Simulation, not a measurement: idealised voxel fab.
Proc. module: voxel spacer lines
Pictured: cross-section cut, 265 nm wide, on a grid of 5 nm square cells.
In what follows, cross-sections appear as grids of square cells, described through bands that run from the top down, where every band is one or more rows of cells.
Within each band entry, the heights of the top and of the bottom of the band appear first, in that order and in nm; the materials of the band then follow from left to right, each with its corresponding width in nm. The designation "full width" on a single material indicates that it fills the band from edge to edge; the designation "air" indicates empty space.
We count height from 0. Below that, the starting wafer is all one material. The lowest band never ends at the bottom but goes on down; see "top 0, no bottom" for how that is written.
When a width is written as two numbers, as in "30->40", the first number is the width in the top row of cells of the band and the second is the width in its bottom row, and the width changes by the same amount from each row to the next.
Take "all unchanged" at face value: in the step it is given for, the cross-section changed in none of its cells.
Listed in "Completely enclosed voids": every empty space of 8 or more cells without an open way to the top. Form: width x height at distance, the distance being from the left edge, all in nm.
after a step's settings: what the simulator itself notes on the step
overlay nm: for a step with a mask, the amount by which the mask lay right of where it was planned; a negative amount means left of it.
-- These are the steps we planned for the process
1. RECEIVE [material Si]
2. CONFORMAL_DEP [material SiO2] [thk nm 5]
3. DIRECTIONAL_DEP [material TiN] [thk nm 20]
4. DIRECTIONAL_DEP [material polySi] [thk nm 25]
5. PATTERN [tone cover] [mask id MANDREL] [material resist] [width nm 15] [pitch nm 60] [thk nm 35] [overlay nm 0]
6. DIRECTIONAL_ETCH [etch materials polySi] [depth nm 25]
7. STRIP [etch materials resist]
8. CONFORMAL_DEP [material SiN] [thk nm 15]
9. DIRECTIONAL_ETCH [etch materials SiN] [depth nm 15]
10. STRIP [etch materials polySi]
11. DIRECTIONAL_ETCH [etch materials TiN] [depth nm 20]
12. STRIP [etch materials SiN]
-- Wafer as received: cross-section following step 1
* top 0, no bottom  Si full width
* Completely enclosed voids: none
-- Look at the cross-section after the module: the wafer started out the way shown above and the plan was the one shown above, yet one mistake was made along the way
* top 25, bottom 5  85 air | 10 TiN | 15 air | 10 TiN | 25 air | 10 TiN | 15 air | 10 TiN | 85 air
* top 5, bottom 0  SiO2 full width
* top 0, no bottom  Si full width
* Completely enclosed voids: none
Diagnosis: step 8: run off-plan, actual operation and settings CONFORMAL_DEP [material SiN] [thk nm 10]
